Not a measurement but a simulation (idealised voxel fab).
Process module in this document: voxel gate over fins
Cross-section cut spans 275 nm and uses square cells 5 nm in size.
In what follows, cross-sections appear as grids of square cells, described through bands that run from the top down, where every band is one or more rows of cells. Band entry format. Leading values: height of top, height of bottom, nm. Remainder: materials in left-to-right order, each with its width in nm. Special words: "edge to edge" on a single material, which then fills the band edge to edge; "empty", empty space. Heights from 0 (as-received wafer is one material below). Bottom band endless downward, as "0 and below". The expression "30 to 40" gives the width at the extremes of the band, the first number at its top row of cells and the second at its bottom row, with the width changing by equal amounts from each row to the next in between. Step note "same as before" = no cross-section cell changed. This entry, "Sealed internal cavities", enumerates those empty regions of no fewer than 8 cells that possess no open connection to the top. Each region is reported in the form width x height at distance, the distance being taken from the left edge, with all three quantities expressed in nm. Heads up: the bit after the settings on a step's line is the simulator's remark on that step. Each step line may optionally specify "overlay nm", which for a step with a mask gives the rightward distance between the mask's planned place and where it lay, a negative value indicating the leftward direction.

-- Steps in the process plan
1 RECEIVE (material Si)
2 CONFORMAL_DEP (material SiN; thk nm 5)
3 PATTERN (tone cover; mask id FINS; material resist; width nm 15; pitch nm 55; thk nm 15; overlay nm 0)
4 DIRECTIONAL_ETCH (etch materials SiN; depth nm 5)
5 DIRECTIONAL_ETCH (etch materials Si; depth nm 30)
6 STRIP (etch materials resist)
7 FILL_DEP (material SiO2; thk nm 10)
8 CMP (height nm 5)
9 MASKED_ETCH (tone open; mask id RAIL; width nm 15; etch materials SiO2; depth nm 30; overlay nm 0)
10 CONFORMAL_DEP (material TiN; thk nm 5)
11 FILL_DEP (material W; thk nm 5)
12 CMP (height nm 5)
13 SELECTIVE_ETCH (etch materials W Ru TiN; depth nm 20)
14 FILL_DEP (material SiO2; thk nm 5)
15 CMP (height nm 5)
16 SELECTIVE_ETCH (etch materials SiO2; depth nm 15)
17 STRIP (etch materials SiN)
18 CONFORMAL_DEP (material HfO2; thk nm 5)
19 CONFORMAL_DEP (material TiN; thk nm 5)
20 CONFORMAL_DEP (material TiAl; thk nm 5)
21 CONFORMAL_DEP (material TiN; thk nm 5)
22 FILL_DEP (material W; thk nm 15)
23 CMP (height nm 30)
24 CONFORMAL_DEP (material SiN; thk nm 10)

-- First of two wafers, processed according to plan

-- Wafer cross-section on receipt, i.e. after step 1
0 and below  Si edge to edge
Sealed internal cavities: none

-- Sectional view: wafer, after step 2
5 down to 0  SiN edge to edge
Below 0 it's all the same as before, nothing changed down there.

-- Sectional view: wafer, after step 3
20 down to 5  100 of empty  15 of resist  40 of empty  15 of resist  105 of empty
Below 5 it's all the same as before, nothing changed down there.

-- Sectional view: wafer, after step 4
20 down to 5  100 of empty  15 of resist  40 of empty  15 of resist  105 of empty
5 down to 0  100 of empty  15 of SiN  40 of empty  15 of SiN  105 of empty
Below 0 it's all the same as before, nothing changed down there.

-- Sectional view: wafer, after step 5
20 down to 5  100 of empty  15 of resist  40 of empty  15 of resist  105 of empty
5 down to 0  100 of empty  15 of SiN  40 of empty  15 of SiN  105 of empty
0 down to -30  100 of empty  15 of Si  40 of empty  15 of Si  105 of empty
Below -30 it's all the same as before, nothing changed down there.

-- Sectional view: wafer, after step 6
5 down to 0  100 of empty  15 of SiN  40 of empty  15 of SiN  105 of empty
Below 0 it's all the same as before, nothing changed down there.

-- Sectional view: wafer, after step 7
15 down to 5  SiO2 edge to edge
5 down to 0  100 of SiO2  15 of SiN  40 of SiO2  15 of SiN  105 of SiO2
0 down to -30  100 of SiO2  15 of Si  40 of SiO2  15 of Si  105 of SiO2
Below -30 it's all the same as before, nothing changed down there.

-- Sectional view: wafer, after step 8
5 down to 0  100 of SiO2  15 of SiN  40 of SiO2  15 of SiN  105 of SiO2
Below 0 it's all the same as before, nothing changed down there.

-- Sectional view: wafer, after step 9
5 down to 0  100 of SiO2  15 of SiN  10 of SiO2  15 of empty  15 of SiO2  15 of SiN  105 of SiO2
0 down to -25  100 of SiO2  15 of Si  10 of SiO2  15 of empty  15 of SiO2  15 of Si  105 of SiO2
Below -25 it's all the same as before, nothing changed down there.

-- Sectional view: wafer, after step 10
10 down to 5  130 of TiN  5 of empty  140 of TiN
5 down to 0  100 of SiO2  15 of SiN  10 of SiO2  5 of TiN  5 of empty  5 of TiN  15 of SiO2  15 of SiN  105 of SiO2
0 down to -20  100 of SiO2  15 of Si  10 of SiO2  5 of TiN  5 of empty  5 of TiN  15 of SiO2  15 of Si  105 of SiO2
-20 down to -25  100 of SiO2  15 of Si  10 of SiO2  15 of TiN  15 of SiO2  15 of Si  105 of SiO2
Below -25 it's all the same as before, nothing changed down there.

-- Sectional view: wafer, after step 11
15 down to 10  W edge to edge
10 down to 5  130 of TiN  5 of W  140 of TiN
5 down to 0  100 of SiO2  15 of SiN  10 of SiO2  5 of TiN  5 of W  5 of TiN  15 of SiO2  15 of SiN  105 of SiO2
0 down to -20  100 of SiO2  15 of Si  10 of SiO2  5 of TiN  5 of W  5 of TiN  15 of SiO2  15 of Si  105 of SiO2
Below -20 it's all the same as before, nothing changed down there.

-- Sectional view: wafer, after step 12
5 down to 0  100 of SiO2  15 of SiN  10 of SiO2  5 of TiN  5 of W  5 of TiN  15 of SiO2  15 of SiN  105 of SiO2
Below 0 it's all the same as before, nothing changed down there.

-- Sectional view: wafer, after step 13
5 down to 0  100 of SiO2  15 of SiN  10 of SiO2  15 of empty  15 of SiO2  15 of SiN  105 of SiO2
0 down to -15  100 of SiO2  15 of Si  10 of SiO2  15 of empty  15 of SiO2  15 of Si  105 of SiO2
Below -15 it's all the same as before, nothing changed down there.

-- Sectional view: wafer, after step 14
10 down to 5  SiO2 edge to edge
5 down to 0  100 of SiO2  15 of SiN  40 of SiO2  15 of SiN  105 of SiO2
0 down to -15  100 of SiO2  15 of Si  40 of SiO2  15 of Si  105 of SiO2
Below -15 it's all the same as before, nothing changed down there.

-- Sectional view: wafer, after step 15
5 down to 0  100 of SiO2  15 of SiN  40 of SiO2  15 of SiN  105 of SiO2
Below 0 it's all the same as before, nothing changed down there.

-- Sectional view: wafer, after step 16
5 down to 0  100 of empty  15 of SiN  40 of empty  15 of SiN  105 of empty
0 down to -10  100 of empty  15 of Si  40 of empty  15 of Si  105 of empty
Below -10 it's all the same as before, nothing changed down there.

-- Sectional view: wafer, after step 17
0 down to -10  100 of empty  15 of Si  40 of empty  15 of Si  105 of empty
Below -10 it's all the same as before, nothing changed down there.

-- Sectional view: wafer, after step 18
5 down to 0  95 of empty  25 of HfO2  30 of empty  25 of HfO2  100 of empty
0 down to -5  95 of empty  5 of HfO2  15 of Si  5 of HfO2  30 of empty  5 of HfO2  15 of Si  5 of HfO2  100 of empty
-5 down to -10  100 of HfO2  15 of Si  40 of HfO2  15 of Si  105 of HfO2
Below -10 it's all the same as before, nothing changed down there.

-- Sectional view: wafer, after step 19
10 down to 5  90 of empty  35 of TiN  20 of empty  35 of TiN  95 of empty
5 down to 0  90 of empty  5 of TiN  25 of HfO2  5 of TiN  20 of empty  5 of TiN  25 of HfO2  5 of TiN  95 of empty
0 down to -5  95 of TiN  5 of HfO2  15 of Si  5 of HfO2  30 of TiN  5 of HfO2  15 of Si  5 of HfO2  100 of TiN
Below -5 it's all the same as before, nothing changed down there.

-- Sectional view: wafer, after step 20
15 down to 10  85 of empty  45 of TiAl  10 of empty  45 of TiAl  90 of empty
10 down to 5  85 of empty  5 of TiAl  35 of TiN  5 of TiAl  10 of empty  5 of TiAl  35 of TiN  5 of TiAl  90 of empty
5 down to 0  90 of TiAl  5 of TiN  25 of HfO2  5 of TiN  20 of TiAl  5 of TiN  25 of HfO2  5 of TiN  95 of TiAl
Below 0 it's all the same as before, nothing changed down there.

-- Sectional view: wafer, after step 21
20 down to 15  80 of empty  110 of TiN  85 of empty
15 down to 10  80 of empty  5 of TiN  45 of TiAl  10 of TiN  45 of TiAl  5 of TiN  85 of empty
10 down to 5  85 of TiN  5 of TiAl  35 of TiN  5 of TiAl  10 of TiN  5 of TiAl  35 of TiN  5 of TiAl  90 of TiN
Below 5 it's all the same as before, nothing changed down there.

-- Sectional view: wafer, after step 22
35 down to 20  W edge to edge
20 down to 15  80 of W  110 of TiN  85 of W
15 down to 10  80 of W  5 of TiN  45 of TiAl  10 of TiN  45 of TiAl  5 of TiN  85 of W
Below 10 it's all the same as before, nothing changed down there.

-- Sectional view: wafer, after step 23
30 down to 20  W edge to edge
Below 20 it's all the same as before, nothing changed down there.

-- Sectional view: wafer, after step 24
40 down to 30  SiN edge to edge
Below 30 it's all the same as before, nothing changed down there.

-- For the second wafer, take the first wafer's start and plan, then add one mistake made in running it; everything through step 2, that step included, is shared with the first

-- Second wafer profile in section, at the moment step 3 of the plan was meant to be complete
20 down to 5  100 of resist  15 of empty  40 of resist  15 of empty  105 of resist
Below 5 it's all the same as before, nothing changed down there.

-- Second wafer profile in section, at the moment step 4 of the plan was meant to be complete
20 down to 5  100 of resist  15 of empty  40 of resist  15 of empty  105 of resist
5 down to 0  100 of SiN  15 of empty  40 of SiN  15 of empty  105 of SiN
Below 0 it's all the same as before, nothing changed down there.

-- Second wafer profile in section, at the moment step 5 of the plan was meant to be complete
20 down to 5  100 of resist  15 of empty  40 of resist  15 of empty  105 of resist
5 down to 0  100 of SiN  15 of empty  40 of SiN  15 of empty  105 of SiN
0 down to -30  100 of Si  15 of empty  40 of Si  15 of empty  105 of Si
Below -30 it's all the same as before, nothing changed down there.

-- Second wafer profile in section, at the moment step 6 of the plan was meant to be complete
5 down to 0  100 of SiN  15 of empty  40 of SiN  15 of empty  105 of SiN
Below 0 it's all the same as before, nothing changed down there.

-- Second wafer profile in section, at the moment step 7 of the plan was meant to be complete
15 down to 5  SiO2 edge to edge
5 down to 0  100 of SiN  15 of SiO2  40 of SiN  15 of SiO2  105 of SiN
0 down to -30  100 of Si  15 of SiO2  40 of Si  15 of SiO2  105 of Si
Below -30 it's all the same as before, nothing changed down there.

-- Second wafer profile in section, at the moment step 8 of the plan was meant to be complete
5 down to 0  100 of SiN  15 of SiO2  40 of SiN  15 of SiO2  105 of SiN
Below 0 it's all the same as before, nothing changed down there.

Second wafer profile in section, at the moment step 9 of the plan was meant to be complete: same as before

-- Second wafer profile in section, at the moment step 10 of the plan was meant to be complete
10 down to 5  TiN edge to edge
Below 5 it's all the same as before, nothing changed down there.

-- Second wafer profile in section, at the moment step 11 of the plan was meant to be complete
15 down to 10  W edge to edge
Below 10 it's all the same as before, nothing changed down there.

-- Second wafer profile in section, at the moment step 12 of the plan was meant to be complete
5 down to 0  100 of SiN  15 of SiO2  40 of SiN  15 of SiO2  105 of SiN
Below 0 it's all the same as before, nothing changed down there.

Second wafer profile in section, at the moment step 13 of the plan was meant to be complete: same as before

-- Second wafer profile in section, at the moment step 14 of the plan was meant to be complete
10 down to 5  SiO2 edge to edge
Below 5 it's all the same as before, nothing changed down there.

-- Second wafer profile in section, at the moment step 15 of the plan was meant to be complete
5 down to 0  100 of SiN  15 of SiO2  40 of SiN  15 of SiO2  105 of SiN
Below 0 it's all the same as before, nothing changed down there.

-- Second wafer profile in section, at the moment step 16 of the plan was meant to be complete
5 down to 0  100 of SiN  15 of empty  40 of SiN  15 of empty  105 of SiN
0 down to -10  100 of Si  15 of empty  40 of Si  15 of empty  105 of Si
Below -10 it's all the same as before, nothing changed down there.

-- Second wafer profile in section, at the moment step 17 of the plan was meant to be complete
0 down to -10  100 of Si  15 of empty  40 of Si  15 of empty  105 of Si
Below -10 it's all the same as before, nothing changed down there.

-- Second wafer profile in section, at the moment step 18 of the plan was meant to be complete
5 down to 0  105 of HfO2  5 of empty  50 of HfO2  5 of empty  110 of HfO2
0 down to -5  100 of Si  5 of HfO2  5 of empty  5 of HfO2  40 of Si  5 of HfO2  5 of empty  5 of HfO2  105 of Si
-5 down to -10  100 of Si  15 of HfO2  40 of Si  15 of HfO2  105 of Si
Below -10 it's all the same as before, nothing changed down there.

-- Second wafer profile in section, at the moment step 19 of the plan was meant to be complete
10 down to 5  TiN edge to edge
5 down to 0  105 of HfO2  5 of TiN  50 of HfO2  5 of TiN  110 of HfO2
0 down to -5  100 of Si  5 of HfO2  5 of TiN  5 of HfO2  40 of Si  5 of HfO2  5 of TiN  5 of HfO2  105 of Si
Below -5 it's all the same as before, nothing changed down there.

-- Second wafer profile in section, at the moment step 20 of the plan was meant to be complete
15 down to 10  TiAl edge to edge
Below 10 it's all the same as before, nothing changed down there.

-- Second wafer profile in section, at the moment step 21 of the plan was meant to be complete
20 down to 15  TiN edge to edge
Below 15 it's all the same as before, nothing changed down there.

-- Second wafer profile in section, at the moment step 22 of the plan was meant to be complete
35 down to 20  W edge to edge
Below 20 it's all the same as before, nothing changed down there.

-- Second wafer profile in section, at the moment step 23 of the plan was meant to be complete
30 down to 20  W edge to edge
Below 20 it's all the same as before, nothing changed down there.

-- Second wafer profile in section, at the moment step 24 of the plan was meant to be complete
40 down to 30  SiN edge to edge
Below 30 it's all the same as before, nothing changed down there.
What was done differently from what was planned? planned and actual differ for step 3; actual: PATTERN (tone open; mask id FINS; material resist; width nm 15; pitch nm 55; thk nm 15; overlay nm 0)
The second wafer ends with more or fewer cells of some materials than the first, per final count: Si +258, SiO2 -166, TiAl -8, TiN -17, W -67
